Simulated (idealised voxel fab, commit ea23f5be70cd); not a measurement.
Process module heading - voxel fin reveal
Square cells of 5 nm make up the cross-section cut, whose width is 230 nm.
For the purposes of this document, a cross-section shall be understood as a grid of square cells, specified as bands listed in top-to-bottom order, each band consisting of one or more rows of cells.
Top height, bottom height, nm. Materials left to right, width each, nm. Single material + "full width" = fills band edge to edge. "blank" = empty.
Heights are reckoned from 0. Under this level, the received wafer is all of one material. The bottommost band is open-ended downward, for example "top 0, no bottom".
A width given as "30..40" starts at the first number in the band's top row and ends at the second number in its bottom row, shifting by an equal amount at every step from row to row.
The cross-section has no changed cell in any step marked "no modifications".
This entry, "Sealed internal voids", enumerates those empty regions of no fewer than 8 cells that possess no open connection to the top. Each region is reported in the form width x height at distance, the distance being taken from the left edge, with all three quantities expressed in nm.
Anything after a step's settings on that line? It's the simulator's own note about the step.
"overlay nm" answers the question of how far to the right of plan the mask lay on a step that has a mask, and when it is negative the answer is to the left.
[Below is the list of planned process steps]
1 RECEIVE with material Si
2 CONFORMAL_DEP with material SiN, thk nm 5
3 DIRECTIONAL_DEP with material aC, thk nm 15
4 PATTERN with tone cover, mask id FINS, material resist, width nm 15, pitch nm 35, thk nm 35, overlay nm 0
5 DIRECTIONAL_ETCH with etch materials aC, depth nm 15
6 STRIP with etch materials resist
7 DIRECTIONAL_ETCH with etch materials SiN, depth nm 5
8 DIRECTIONAL_ETCH with etch materials Si, depth nm 30
9 STRIP with etch materials aC
10 FILL_DEP with material SiO2, thk nm 10
11 CMP with height nm 5
12 SELECTIVE_ETCH with etch materials SiO2, depth nm 25
13 STRIP with etch materials SiN
14 CONFORMAL_DEP with material HfO2, thk nm 5
[Step 1 complete: cross-section of the wafer as received]
top 0, no bottom: Si full width
Sealed internal voids: none
[Cross-sectional view of the first of the two wafers upon completion of the module, processed in accordance with the plan]
top 5, bottom 0: 65 of blank / 25 of HfO2 / 10 of blank / 25 of HfO2 / 10 of blank / 25 of HfO2 / 70 of blank
top 0, bottom -15: 65 of blank / 5 of HfO2 / 15 of Si / 5 of HfO2 / 10 of blank / 5 of HfO2 / 15 of Si / 5 of HfO2 / 10 of blank / 5 of HfO2 / 15 of Si / 5 of HfO2 / 70 of blank
top -15, bottom -20: 70 of HfO2 / 15 of Si / 20 of HfO2 / 15 of Si / 20 of HfO2 / 15 of Si / 75 of HfO2
top -20, bottom -30: 70 of SiO2 / 15 of Si / 20 of SiO2 / 15 of Si / 20 of SiO2 / 15 of Si / 75 of SiO2
top -30, no bottom: Si full width
Sealed internal voids: none
[Cross-sectional image of the second wafer of the two following completion of the module. Starting state and process plan were the same as for the first wafer; one execution error occurred]
top 15, bottom 0: 55 of blank / 115 of HfO2 / 60 of blank
top 0, bottom -5: 55 of blank / 15 of HfO2 / 15 of Si / 20 of HfO2 / 15 of Si / 20 of HfO2 / 15 of Si / 15 of HfO2 / 60 of blank
top -5, bottom -20: 70 of HfO2 / 15 of Si / 20 of HfO2 / 15 of Si / 20 of HfO2 / 15 of Si / 75 of HfO2
top -20, bottom -30: 70 of SiO2 / 15 of Si / 20 of SiO2 / 15 of Si / 20 of SiO2 / 15 of Si / 75 of SiO2
top -30, no bottom: Si full width
Sealed internal voids: none
It is concluded that the wafer was processed incorrectly with respect to the plan, in that off-plan run, step 14, actual operation and settings CONFORMAL_DEP with material HfO2, thk nm 15
Final cells, second wafer relative to first, materials higher or lower: HfO2: 124 more
